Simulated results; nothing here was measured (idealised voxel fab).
process module | voxel capacitor over wiring
210 nm wide, 5 nm square cells: that's cross-section cut.
A cross-section in this document is a grid of square cells, and it is written down as bands, the top band listed before the ones below it; a band is made up of one or more rows of cells.
Each band's line starts with the height of the band's top and of its bottom, in nm. Then come its materials from left to right, each with its width in nm. One material with "full width" fills the band from edge to edge. "blank" is empty space.
Beneath 0, the wafer as received is one material, and that level is where height counting begins. The lowest band goes on downward without a bottom; it is written like "0 -> down".
Read "30->40" as a graded width: first number on top, second number at the bottom, same change between each pair of neighbouring rows.
Given "changes: none" for a step, no cell of the cross-section differs between before and after that step.
In "Enclosed internal voids" the enclosed voids are listed, meaning empty spaces of 8 cells or larger without any opening to the top. The form is width x height at distance, distance from the left edge, units nm.
On each step's line, the part that comes after the settings is the simulator's own comment on the step.
"overlay nm" on a masked step: distance the mask lay right of its planned place, negative for left.

Set out below are the planned steps of the process
| 1 | RECEIVE (material Si) |
| 2 | CONFORMAL_DEP (material SiO2; thk nm 10) |
| 3 | CONFORMAL_DEP (material SiCN; thk nm 5) |
| 4 | DIRECTIONAL_DEP (material lowk; thk nm 15) |
| 5 | MASKED_ETCH (tone open; mask id METAL_1; width nm 30; pitch nm 95; etch materials lowk; depth nm 15; overlay nm 0) |
| 6 | MASKED_ETCH (tone open; mask id METAL_1; width nm 30; pitch nm 95; etch materials SiCN; depth nm 5; overlay nm 0) |
| 7 | CONFORMAL_DEP (material TiN; thk nm 5) |
| 8 | FILL_DEP (material Ru; thk nm 5) |
| 9 | CMP (height nm 30) |
| 10 | CONFORMAL_DEP (material SiCN; thk nm 5) |
| 11 | DIRECTIONAL_DEP (material lowk; thk nm 15) |
| 12 | PATTERN (tone open; mask id PLUG_1; material resist; width nm 15; thk nm 15; overlay nm 0) |
| 13 | DIRECTIONAL_ETCH (etch materials lowk; depth nm 15) |
| 14 | DIRECTIONAL_ETCH (etch materials SiCN; depth nm 5) |
| 15 | STRIP (etch materials resist) |
| 16 | CONFORMAL_DEP (material TiN; thk nm 5) |
| 17 | FILL_DEP (material Ru; thk nm 10) |
| 18 | CMP (height nm 50) |
| 19 | DIRECTIONAL_DEP (material TiN; thk nm 5) |
| 20 | DIRECTIONAL_DEP (material Al2O3; thk nm 5) |
| 21 | DIRECTIONAL_DEP (material TiN; thk nm 5) |
| 22 | PATTERN (tone cover; mask id UPPER_PLATE; material resist; width nm 70; thk nm 20; overlay nm 0) |
| 23 | DIRECTIONAL_ETCH (etch materials TiN; depth nm 5) |
| 24 | DIRECTIONAL_ETCH (etch materials Al2O3; depth nm 5) |
| 25 | STRIP (etch materials resist) |
| 26 | MASKED_ETCH (tone cover; mask id LOWER_PLATE; width nm 80; etch materials TiN; depth nm 5; overlay nm 0) |
| 27 | FILL_DEP (material SiO2; thk nm 15) |
| 28 | CMP (height nm 75) |
| 29 | MASKED_ETCH (tone open; mask id PLUG_2; width nm 15; etch materials SiO2; depth nm 10; overlay nm 0) |
| 30 | CONFORMAL_DEP (material TiN; thk nm 5) |
| 31 | FILL_DEP (material W; thk nm 10) |
| 32 | CMP (height nm 75) |
| 33 | CONFORMAL_DEP (material SiCN; thk nm 5) |

Incoming wafer, cross-sectional view, post step 1
    0 -> down: Si full width
    Enclosed internal voids: none

Looking at the first of two wafers in cross-section at end of module - ran to plan
    80 -> 75: SiCN full width
    75 -> 70: 65 of SiO2  5 of TiN  5 of W  5 of TiN  130 of SiO2
    70 -> 60: 65->55 of SiO2  15->70 of TiN  130->85 of SiO2
    60 -> 55: 55 of SiO2  70 of Al2O3  85 of SiO2
    55 -> 50: 50 of SiO2  80 of TiN  80 of SiO2
    50 -> 35: 55 of lowk  5 of TiN  5 of Ru  5 of TiN  140 of lowk
    35 -> 30: 55 of SiCN  15 of TiN  140 of SiCN
    30 -> 15: 40 of lowk  5 of TiN  20 of Ru  5 of TiN  65 of lowk  5 of TiN  20 of Ru  5 of TiN  45 of lowk
    15 -> 10: 40 of SiCN  30 of TiN  65 of SiCN  30 of TiN  45 of SiCN
    10 -> 0: SiO2 full width
    0 -> down: Si full width
    Enclosed internal voids: none

Cross-section, wafer two of two, end of module: same start and plan as wafer one, one error in execution
    80 -> 75: SiCN full width
    75 -> 70: 65 of SiO2  5 of TiN  5 of W  5 of TiN  130 of SiO2
    70 -> 65: 65 of SiO2  15 of TiN  130 of SiO2
    65 -> 60: 50 of SiO2  5 of TiN  70 of SiO2  5 of TiN  80 of SiO2
    60 -> 55: 55 of Al2O3  70 of SiO2  85 of Al2O3
    55 -> 50: TiN full width
    50 -> 35: 55 of lowk  5 of TiN  5 of Ru  5 of TiN  140 of lowk
    35 -> 30: 55 of SiCN  15 of TiN  140 of SiCN
    30 -> 15: 40 of lowk  5 of TiN  20 of Ru  5 of TiN  65 of lowk  5 of TiN  20 of Ru  5 of TiN  45 of lowk
    15 -> 10: 40 of SiCN  30 of TiN  65 of SiCN  30 of TiN  45 of SiCN
    10 -> 0: SiO2 full width
    0 -> down: Si full width
    Enclosed internal voids: none
Deviation from plan: step 22 went in with a setting other than planned; the actual run was PATTERN (tone open; mask id UPPER_PLATE; material resist; width nm 70; thk nm 20; overlay nm 0)
Looking at both finished wafers in cells, the second ends up ahead of or behind the first on some materials: Al2O3: 14 more; SiO2: 28 fewer; TiN: 14 more
